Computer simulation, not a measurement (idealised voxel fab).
Title: Process Module voxel plated lines
The figure presents cross-section cut, which has a width of 285 nm and is divided into square cells with an edge length of 5 nm.
Cross-sections here: square-cell grids, written as top-down lists of bands, a band being one or more rows of cells. First you get the band's top height and its bottom height, in nm, and then the materials it's made of, left to right, with each width in nm. If you see a single material with "everywhere", that one covers the band edge to edge. "empty" is empty space. For the purposes of this specification, 0 denotes the height below which the wafer in its as-received condition is composed wholly of one material, and the lowermost band, lacking a lower limit, extends downward without end, as expressed in "0 -> down". Note: "30 to 40" means the width goes from the first number (top row of the band) to the second number (bottom row) in equal steps per row of cells. What does "no change" mean for a step? It means no cell of the cross-section changed in that step. If an empty space has no open way to the top and is at least 8 cells in size, "Sealed internal cavities" lists it, written width x height at distance, where distance is measured from the left edge and every value is in nm. It should be noted that, on the line of a given step, the content following the step's settings is a remark produced by the simulator itself with respect to that step. overlay nm: mask offset rightward from planned place, masked step; negative means leftward offset.

### Steps in the process plan
1 op RECEIVE | material Si
2 op CONFORMAL_DEP | material SiN | thk nm 10
3 op DIRECTIONAL_DEP | material TiN | thk nm 5
4 op PATTERN | tone open | mask id LINES | material resist | width nm 30 | pitch nm 60 | thk nm 15 | overlay nm 0
5 op EPI | material Ru | thk nm 10
6 op STRIP | etch materials resist
7 op DIRECTIONAL_ETCH | etch materials TiN | depth nm 5
8 op CONFORMAL_DEP | material SiN | thk nm 10

### Cross-section of the incoming wafer, state after step 1
	0 -> down  Si everywhere
	Sealed internal cavities: none

### first wafer at the end, as planned
	35 -> 25  85 empty / 50 SiN / 10 empty / 50 SiN / 90 empty
	25 -> 20  85 empty / 10 SiN / 30 Ru / 10 SiN / 10 empty / 10 SiN / 30 Ru / 10 SiN / 90 empty
	20 -> 15  95 SiN / 30 Ru / 30 SiN / 30 Ru / 100 SiN
	15 -> 10  95 SiN / 30 TiN / 30 SiN / 30 TiN / 100 SiN
	10 -> 0  SiN everywhere
	0 -> down  Si everywhere
	Sealed internal cavities: none

### Here is the second of the two wafers cut open at the end of the module - same start, same plan as the first one, but we made one mistake running it
	35 -> 25  105 SiN / 10 empty / 50 SiN / 10 empty / 110 SiN
	25 -> 20  95 Ru / 10 SiN / 10 empty / 10 SiN / 30 Ru / 10 SiN / 10 empty / 10 SiN / 100 Ru
	20 -> 15  95 Ru / 30 SiN / 30 Ru / 30 SiN / 100 Ru
	15 -> 10  95 TiN / 30 SiN / 30 TiN / 30 SiN / 100 TiN
	10 -> 0  SiN everywhere
	0 -> down  Si everywhere
	Sealed internal cavities: none
It is concluded that the wafer was processed incorrectly with respect to the plan, in that step 4 changed vs plan, executed as op PATTERN | tone cover | mask id LINES | material resist | width nm 30 | pitch nm 60 | thk nm 15 | overlay nm 0
Wrapping up, a cell-based count of both wafers puts the second over or under the first for these materials: Ru +66; TiN +33
